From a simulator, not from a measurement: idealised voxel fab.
process module | voxel tone inversion
cross-section cut | 200 nm wide | cells 5 nm
A cross-section is a grid of square cells, given in bands from the top down. A band is one or more rows of cells.
Each band's line starts with the height of the band's top and of its bottom, in nm. Then come its materials from left to right, each with its width in nm. One material with "throughout" fills the band from edge to edge. "air" is empty space.
Height 0 is the level under which the wafer as received is all one material. The lowest band goes on downwards, as in "0 down".
A width such as "30 to 40" changes by the same amount from each row of cells to the next, from the band's top row to its bottom row.
"no change" after a step means that no cell of the cross-section changed.
closed voids: empty space of 8 cells or more with no open way to the top, each as width x height at its distance from the left edge, in nm
after a step's settings: what the simulator itself notes on the step
overlay nm, on a step with a mask: how far to the right of its planned place the mask lay; to the left if negative
plan
1 op RECEIVE | material Si
2 op CONFORMAL_DEP | material SiCN | thk nm 10
3 op DIRECTIONAL_DEP | material polySi | thk nm 15
4 op PATTERN | tone cover | mask id POSTS | material resist | width nm 25 | pitch nm 55 | thk nm 25 | overlay nm 0
5 op DIRECTIONAL_ETCH | etch materials polySi | depth nm 15
6 op STRIP | etch materials resist
7 op FILL_DEP | material lowk | thk nm 5
8 op CMP | height nm 25
9 op STRIP | etch materials polySi
10 op CONFORMAL_DEP | material TiN | thk nm 5
11 op FILL_DEP | material Ru | thk nm 10
12 op CMP | height nm 25
13 op CONFORMAL_DEP | material SiN | thk nm 5
as received, after step 1
  0 down: Si throughout
  closed voids: none
first wafer at the end, as planned
  30 to 25: SiN throughout
  25 to 15: lowk 30 | TiN 5 | Ru 15 | TiN 5 | lowk 30 | TiN 5 | Ru 15 | TiN 5 | lowk 30 | TiN 5 | Ru 15 | TiN 5 | lowk 35
  15 to 10: lowk 30 | TiN 25 | lowk 30 | TiN 25 | lowk 30 | TiN 25 | lowk 35
  10 to 0: SiCN throughout
  0 down: Si throughout
  closed voids: none
second wafer at the end: like start, like plan, one mistake
  30 to 25: SiN throughout
  25 to 15: Ru 25 | TiN 5 | lowk 25 | TiN 5 | Ru 20 | TiN 5 | lowk 25 | TiN 5 | Ru 20 | TiN 5 | lowk 25 | TiN 5 | Ru 30
  15 to 10: TiN 30 | lowk 25 | TiN 30 | lowk 25 | TiN 30 | lowk 25 | TiN 35
  10 to 0: SiCN throughout
  0 down: Si throughout
  closed voids: none
what went wrong: step 4 ran as: op PATTERN | tone open | mask id POSTS | material resist | width nm 25 | pitch nm 55 | thk nm 25 | overlay nm 0
at the end the second wafer has, in cells: 20 more of Ru | 10 more of TiN | 30 fewer of lowk
